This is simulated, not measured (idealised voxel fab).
process module | voxel gate over fins
cross-section cut | 235 nm wide | cells 5 nm
A cross-section is a grid of square cells, given in bands from the top down. A band is one or more rows of cells.
Each band's line starts with the height of the band's top and of its bottom, in nm. Then come its materials from left to right, each with its width in nm. One material with "throughout" fills the band from edge to edge. "air" is empty space.
Height 0 is the level under which the wafer as received is all one material. The lowest band goes on downwards, as in "0 down".
A width such as "30 to 40" changes by the same amount from each row of cells to the next, from the band's top row to its bottom row.
"no change" after a step means that no cell of the cross-section changed.
closed voids: empty space of 8 cells or more with no open way to the top, each as width x height at its distance from the left edge, in nm
after a step's settings: what the simulator itself notes on the step
overlay nm, on a step with a mask: how far to the right of its planned place the mask lay; to the left if negative
plan
1 op RECEIVE | material Si
2 op CONFORMAL_DEP | material SiN | thk nm 5
3 op MASKED_ETCH | tone cover | mask id FINS | width nm 15 | pitch nm 50 | etch materials SiN | depth nm 5 | overlay nm 0
4 op MASKED_ETCH | tone cover | mask id FINS | width nm 15 | pitch nm 50 | etch materials Si | depth nm 35 | overlay nm 0
5 op FILL_DEP | material SiO2 | thk nm 10
6 op CMP | height nm 5
7 op DIRECTIONAL_DEP | material aC | thk nm 10
8 op PATTERN | tone open | mask id RAIL | material resist | width nm 15 | thk nm 30 | overlay nm 0
9 op DIRECTIONAL_ETCH | etch materials aC | depth nm 10
10 op STRIP | etch materials resist
11 op DIRECTIONAL_ETCH | etch materials SiO2 | depth nm 35
12 op STRIP | etch materials aC
13 op CONFORMAL_DEP | material TiN | thk nm 5
14 op FILL_DEP | material W | thk nm 10
15 op CMP | height nm 5
16 op SELECTIVE_ETCH | etch materials W Ru TiN | depth nm 20
17 op FILL_DEP | material SiO2 | thk nm 5
18 op CMP | height nm 5
19 op SELECTIVE_ETCH | etch materials SiO2 | depth nm 15
20 op STRIP | etch materials SiN
21 op CONFORMAL_DEP | material HfO2 | thk nm 5
22 op CONFORMAL_DEP | material TiN | thk nm 5
23 op CONFORMAL_DEP | material TiAl | thk nm 5
24 op CONFORMAL_DEP | material TiN | thk nm 5
25 op FILL_DEP | material W | thk nm 15
26 op CMP | height nm 30
27 op CONFORMAL_DEP | material SiCN | thk nm 10
as received, after step 1
  0 down: Si throughout
  closed voids: none
first wafer at the end, as planned
  40 to 30: SiCN throughout
  30 to 20: W throughout
  20 to 15: W 15 | TiN 205 | W 15
  15 to 10: W 15 | TiN 5 | TiAl 45 | TiN 5 | TiAl 45 | TiN 5 | TiAl 45 | TiN 5 | TiAl 45 | TiN 5 | W 15
  10 to 5: TiN 20 | TiAl 5 | TiN 35 | TiAl 5 | TiN 5 | TiAl 5 | TiN 35 | TiAl 5 | TiN 5 | TiAl 5 | TiN 35 | TiAl 5 | TiN 5 | TiAl 5 | TiN 35 | TiAl 5 | TiN 20
  5 to 0: TiAl 25 | TiN 5 | HfO2 25 | TiN 5 | TiAl 15 | TiN 5 | HfO2 25 | TiN 5 | TiAl 15 | TiN 5 | HfO2 25 | TiN 5 | TiAl 15 | TiN 5 | HfO2 25 | TiN 5 | TiAl 25
  0 to -5: TiN 30 | HfO2 5 | Si 15 | HfO2 5 | TiN 25 | HfO2 5 | Si 15 | HfO2 5 | TiN 25 | HfO2 5 | Si 15 | HfO2 5 | TiN 25 | HfO2 5 | Si 15 | HfO2 5 | TiN 30
  -5 to -10: HfO2 35 | Si 15 | HfO2 35 | Si 15 | HfO2 35 | Si 15 | HfO2 35 | Si 15 | HfO2 35
  -10 to -15: SiO2 35 | Si 15 | SiO2 35 | Si 15 | SiO2 35 | Si 15 | SiO2 35 | Si 15 | SiO2 35
  -15 to -25: SiO2 35 | Si 15 | SiO2 10 | TiN 5 | W 5 | TiN 5 | SiO2 10 | Si 15 | SiO2 35 | Si 15 | SiO2 35 | Si 15 | SiO2 35
  -25 to -30: SiO2 35 | Si 15 | SiO2 10 | TiN 15 | SiO2 10 | Si 15 | SiO2 35 | Si 15 | SiO2 35 | Si 15 | SiO2 35
  -30 to -35: SiO2 35 | Si 15 | SiO2 35 | Si 15 | SiO2 35 | Si 15 | SiO2 35 | Si 15 | SiO2 35
  -35 down: Si throughout
  closed voids: none
second wafer at the end: like start, like plan, one mistake
  40 to 30: SiCN throughout
  30 to 20: W throughout
  20 to 15: W 15 | TiN 205 | W 15
  15 to 10: W 15 | TiN 5 | TiAl 45 | TiN 5 | TiAl 45 | TiN 5 | TiAl 45 | TiN 5 | TiAl 45 | TiN 5 | W 15
  10 to 5: W 15 | TiN 5 | TiAl 5 | TiN 35 | TiAl 5 | TiN 5 | TiAl 5 | TiN 35 | TiAl 5 | TiN 5 | TiAl 5 | TiN 35 | TiAl 5 | TiN 5 | TiAl 5 | TiN 35 | TiAl 5 | TiN 5 | W 15
  5 to 0: W 15 | TiN 5 | TiAl 5 | TiN 5 | HfO2 25 | TiN 5 | TiAl 5 | TiN 5 | TiAl 5 | TiN 5 | HfO2 25 | TiN 5 | TiAl 5 | TiN 5 | TiAl 5 | TiN 5 | HfO2 25 | TiN 5 | TiAl 5 | TiN 5 | TiAl 5 | TiN 5 | HfO2 25 | TiN 5 | TiAl 5 | TiN 5 | W 15
  0 to -5: W 15 | TiN 5 | TiAl 5 | TiN 5 | HfO2 5 | Si 15 | HfO2 5 | TiN 5 | TiAl 15 | TiN 5 | HfO2 5 | Si 15 | HfO2 5 | TiN 5 | TiAl 5 | TiN 5 | TiAl 5 | TiN 5 | HfO2 5 | Si 15 | HfO2 5 | TiN 5 | TiAl 5 | TiN 5 | TiAl 5 | TiN 5 | HfO2 5 | Si 15 | HfO2 5 | TiN 5 | TiAl 5 | TiN 5 | W 15
  -5 to -10: TiN 20 | TiAl 5 | TiN 5 | HfO2 5 | Si 15 | HfO2 5 | TiN 25 | HfO2 5 | Si 15 | HfO2 5 | TiN 5 | TiAl 5 | TiN 5 | TiAl 5 | TiN 5 | HfO2 5 | Si 15 | HfO2 5 | TiN 5 | TiAl 5 | TiN 5 | TiAl 5 | TiN 5 | HfO2 5 | Si 15 | HfO2 5 | TiN 5 | TiAl 5 | TiN 20
  -10 to -15: TiAl 25 | TiN 5 | HfO2 5 | Si 15 | HfO2 35 | Si 15 | HfO2 5 | TiN 5 | TiAl 15 | TiN 5 | HfO2 5 | Si 15 | HfO2 5 | TiN 5 | TiAl 15 | TiN 5 | HfO2 5 | Si 15 | HfO2 5 | TiN 5 | TiAl 25
  -15 to -20: TiN 30 | HfO2 5 | Si 15 | HfO2 10 | TiN 5 | W 5 | TiN 5 | HfO2 10 | Si 15 | HfO2 5 | TiN 25 | HfO2 5 | Si 15 | HfO2 5 | TiN 25 | HfO2 5 | Si 15 | HfO2 5 | TiN 30
  -20 to -25: HfO2 35 | Si 15 | HfO2 10 | TiN 5 | W 5 | TiN 5 | HfO2 10 | Si 15 | HfO2 35 | Si 15 | HfO2 35 | Si 15 | HfO2 35
  -25 to -30: SiO2 35 | Si 15 | SiO2 10 | TiN 15 | SiO2 10 | Si 15 | SiO2 35 | Si 15 | SiO2 35 | Si 15 | SiO2 35
  -30 to -35: SiO2 35 | Si 15 | SiO2 35 | Si 15 | SiO2 35 | Si 15 | SiO2 35 | Si 15 | SiO2 35
  -35 down: Si throughout
  closed voids: none
what went wrong: step 19 was run twice
at the end the second wafer has, in cells: 28 more of HfO2 | 99 fewer of SiO2 | 20 more of TiAl | 33 more of TiN | 18 more of W
